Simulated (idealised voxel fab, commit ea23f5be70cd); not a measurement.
Process module, titled voxel air gaps
The figure presents cross-section cut, which has a width of 210 nm and is divided into square cells with an edge length of 5 nm.
We lay out every cross-section as a grid of square cells and spell it out in bands from the top down, where one band means one or more rows of cells. Quick guide to a band line: top height, bottom height (nm) up front; then every material left to right with its width in nm. Only one material and it's marked "full width"? Then it fills the band edge to edge. And "blank" just means empty space. The level at which height equals 0 is the one under which the wafer, as it arrives, is entirely one material. No lower edge exists for the bottom band, which continues downward and is notated as in "z 0 and below". Width "30->40": first value at the band's top row of cells, second value at its bottom row, equal change from row to row. You'll sometimes find "nothing was modified" written for a step, and that's the way of saying that nowhere in the cross-section did a cell change during that step. So "Sealed void inventory" is basically the list of trapped voids: any empty space of 8 cells or more that can't reach the top through an opening. They're written width x height at distance, the distance being from the left edge, and it's all nm. On a step's line, text after the settings is the simulator commenting on that step. Each step line may optionally specify "overlay nm", which for a step with a mask gives the rightward distance between the mask's planned place and where it lay, a negative value indicating the leftward direction.

### Process steps foreseen in the plan
1) RECEIVE with material Si
2) CONFORMAL_DEP with material SiO2, thk nm 10
3) CONFORMAL_DEP with material SiN, thk nm 5
4) DIRECTIONAL_DEP with material SiO2, thk nm 35
5) MASKED_ETCH with tone open, mask id LINES, width nm 15, pitch nm 40, etch materials SiO2, depth nm 35, overlay nm 0
6) CONFORMAL_DEP with material TiN, thk nm 5
7) FILL_DEP with material Cu, thk nm 5
8) CMP with height nm 50
9) EPI with material Ru, thk nm 10
10) SELECTIVE_ETCH with etch materials SiO2, depth nm 45
11) CONFORMAL_DEP with material SiCN, thk nm 5

### First wafer of two (run as planned)

### As-received state of the wafer in cross-section, equivalent to post-step 1
    z 0 and below | Si full width
    Sealed void inventory: none

### The following cross-section depicts the wafer upon completion of step 2
    z 10 to 0 | SiO2 full width
    Below 0, the layers are the same as they were.

### The following cross-section depicts the wafer upon completion of step 3
    z 15 to 10 | SiN full width
    Below 10, the layers are the same as they were.

### The following cross-section depicts the wafer upon completion of step 4
    z 50 to 15 | SiO2 full width
    Below 15, the layers are the same as they were.

### The following cross-section depicts the wafer upon completion of step 5
    z 50 to 15 | 55 nm SiO2; 15 nm blank; 25 nm SiO2; 15 nm blank; 25 nm SiO2; 15 nm blank; 60 nm SiO2
    Below 15, the layers are the same as they were.

### The following cross-section depicts the wafer upon completion of step 6
    z 55 to 50 | 60 nm TiN; 5 nm blank; 35 nm TiN; 5 nm blank; 35 nm TiN; 5 nm blank; 65 nm TiN
    z 50 to 20 | 55 nm SiO2; 5 nm TiN; 5 nm blank; 5 nm TiN; 25 nm SiO2; 5 nm TiN; 5 nm blank; 5 nm TiN; 25 nm SiO2; 5 nm TiN; 5 nm blank; 5 nm TiN; 60 nm SiO2
    z 20 to 15 | 55 nm SiO2; 15 nm TiN; 25 nm SiO2; 15 nm TiN; 25 nm SiO2; 15 nm TiN; 60 nm SiO2
    Below 15, the layers are the same as they were.

### The following cross-section depicts the wafer upon completion of step 7
    z 60 to 55 | Cu full width
    z 55 to 50 | 60 nm TiN; 5 nm Cu; 35 nm TiN; 5 nm Cu; 35 nm TiN; 5 nm Cu; 65 nm TiN
    z 50 to 20 | 55 nm SiO2; 5 nm TiN; 5 nm Cu; 5 nm TiN; 25 nm SiO2; 5 nm TiN; 5 nm Cu; 5 nm TiN; 25 nm SiO2; 5 nm TiN; 5 nm Cu; 5 nm TiN; 60 nm SiO2
    Below 20, the layers are the same as they were.

### The following cross-section depicts the wafer upon completion of step 8
    z 50 to 20 | 55 nm SiO2; 5 nm TiN; 5 nm Cu; 5 nm TiN; 25 nm SiO2; 5 nm TiN; 5 nm Cu; 5 nm TiN; 25 nm SiO2; 5 nm TiN; 5 nm Cu; 5 nm TiN; 60 nm SiO2
    Below 20, the layers are the same as they were.

### The following cross-section depicts the wafer upon completion of step 9
    z 60 to 50 | 45 nm blank; 35 nm Ru; 5 nm blank; 35 nm Ru; 5 nm blank; 35 nm Ru; 50 nm blank
    Below 50, the layers are the same as they were.

### The following cross-section depicts the wafer upon completion of step 10
    z 60 to 50 | 45 nm blank; 35 nm Ru; 5 nm blank; 35 nm Ru; 5 nm blank; 35 nm Ru; 50 nm blank
    z 50 to 20 | 55 nm blank; 5 nm TiN; 5 nm Cu; 5 nm TiN; 25 nm blank; 5 nm TiN; 5 nm Cu; 5 nm TiN; 25 nm blank; 5 nm TiN; 5 nm Cu; 5 nm TiN; 60 nm blank
    z 20 to 15 | 55 nm blank; 15 nm TiN; 25 nm blank; 15 nm TiN; 25 nm blank; 15 nm TiN; 60 nm blank
    Below 15, the layers are the same as they were.

### The following cross-section depicts the wafer upon completion of step 11
    z 65 to 60 | 40 nm blank; 125 nm SiCN; 45 nm blank
    z 60 to 50 | 40 nm blank; 5 nm SiCN; 35 nm Ru; 5 nm SiCN; 35 nm Ru; 5 nm SiCN; 35 nm Ru; 5 nm SiCN; 45 nm blank
    z 50 to 45 | 40 nm blank; 15 nm SiCN; 5 nm TiN; 5 nm Cu; 5 nm TiN; 25 nm SiCN; 5 nm TiN; 5 nm Cu; 5 nm TiN; 25 nm SiCN; 5 nm TiN; 5 nm Cu; 5 nm TiN; 15 nm SiCN; 45 nm blank
    z 45 to 20 | 50 nm blank; 5 nm SiCN; 5 nm TiN; 5 nm Cu; 5 nm TiN; 5 nm SiCN; 15 nm blank; 5 nm SiCN; 5 nm TiN; 5 nm Cu; 5 nm TiN; 5 nm SiCN; 15 nm blank; 5 nm SiCN; 5 nm TiN; 5 nm Cu; 5 nm TiN; 5 nm SiCN; 55 nm blank
    z 20 to 15 | 55 nm SiCN; 15 nm TiN; 25 nm SiCN; 15 nm TiN; 25 nm SiCN; 15 nm TiN; 60 nm SiCN
    Below 15, the layers are the same as they were.
    Sealed void inventory: 15 x 25 at 75; 15 x 25 at 115

### The Second Wafer: Common Origin and Plan, One Mistake in Execution, Identical to the First Through Step 4

### Cross-section of the second wafer at the time by which step 5 should have been completed according to the plan
    z 50 to 15 | 55 nm blank; 15 nm SiO2; 25 nm blank; 15 nm SiO2; 25 nm blank; 15 nm SiO2; 60 nm blank
    Below 15, the layers are the same as they were.

### Cross-section of the second wafer at the time by which step 6 should have been completed according to the plan
    z 55 to 50 | 50 nm blank; 25 nm TiN; 15 nm blank; 25 nm TiN; 15 nm blank; 25 nm TiN; 55 nm blank
    z 50 to 20 | 50 nm blank; 5 nm TiN; 15 nm SiO2; 5 nm TiN; 15 nm blank; 5 nm TiN; 15 nm SiO2; 5 nm TiN; 15 nm blank; 5 nm TiN; 15 nm SiO2; 5 nm TiN; 55 nm blank
    z 20 to 15 | 55 nm TiN; 15 nm SiO2; 25 nm TiN; 15 nm SiO2; 25 nm TiN; 15 nm SiO2; 60 nm TiN
    Below 15, the layers are the same as they were.

### Cross-section of the second wafer at the time by which step 7 should have been completed according to the plan
    z 60 to 55 | Cu full width
    z 55 to 50 | 50 nm Cu; 25 nm TiN; 15 nm Cu; 25 nm TiN; 15 nm Cu; 25 nm TiN; 55 nm Cu
    z 50 to 20 | 50 nm Cu; 5 nm TiN; 15 nm SiO2; 5 nm TiN; 15 nm Cu; 5 nm TiN; 15 nm SiO2; 5 nm TiN; 15 nm Cu; 5 nm TiN; 15 nm SiO2; 5 nm TiN; 55 nm Cu
    Below 20, the layers are the same as they were.

### Cross-section of the second wafer at the time by which step 8 should have been completed according to the plan
    z 50 to 20 | 50 nm Cu; 5 nm TiN; 15 nm SiO2; 5 nm TiN; 15 nm Cu; 5 nm TiN; 15 nm SiO2; 5 nm TiN; 15 nm Cu; 5 nm TiN; 15 nm SiO2; 5 nm TiN; 55 nm Cu
    Below 20, the layers are the same as they were.

### Cross-section of the second wafer at the time by which step 9 should have been completed according to the plan
    z 60 to 50 | Ru full width
    Below 50, the layers are the same as they were.

Cross-section of the second wafer at the time by which step 10 should have been completed according to the plan: nothing was modified

### Cross-section of the second wafer at the time by which step 11 should have been completed according to the plan
    z 65 to 60 | SiCN full width
    Below 60, the layers are the same as they were.
Deviation from plan: step 5 deviated from plan and actually ran as MASKED_ETCH with tone cover, mask id LINES, width nm 15, pitch nm 40, etch materials SiO2, depth nm 35, overlay nm 0
The final cell counts differ between the wafers, with the second having more or fewer of some materials than the first: Cu +144, Ru +42, SiCN -70, SiO2 +63, TiN +24
The second wafer ends with 0 closed voids, and the first wafer ends with 2.
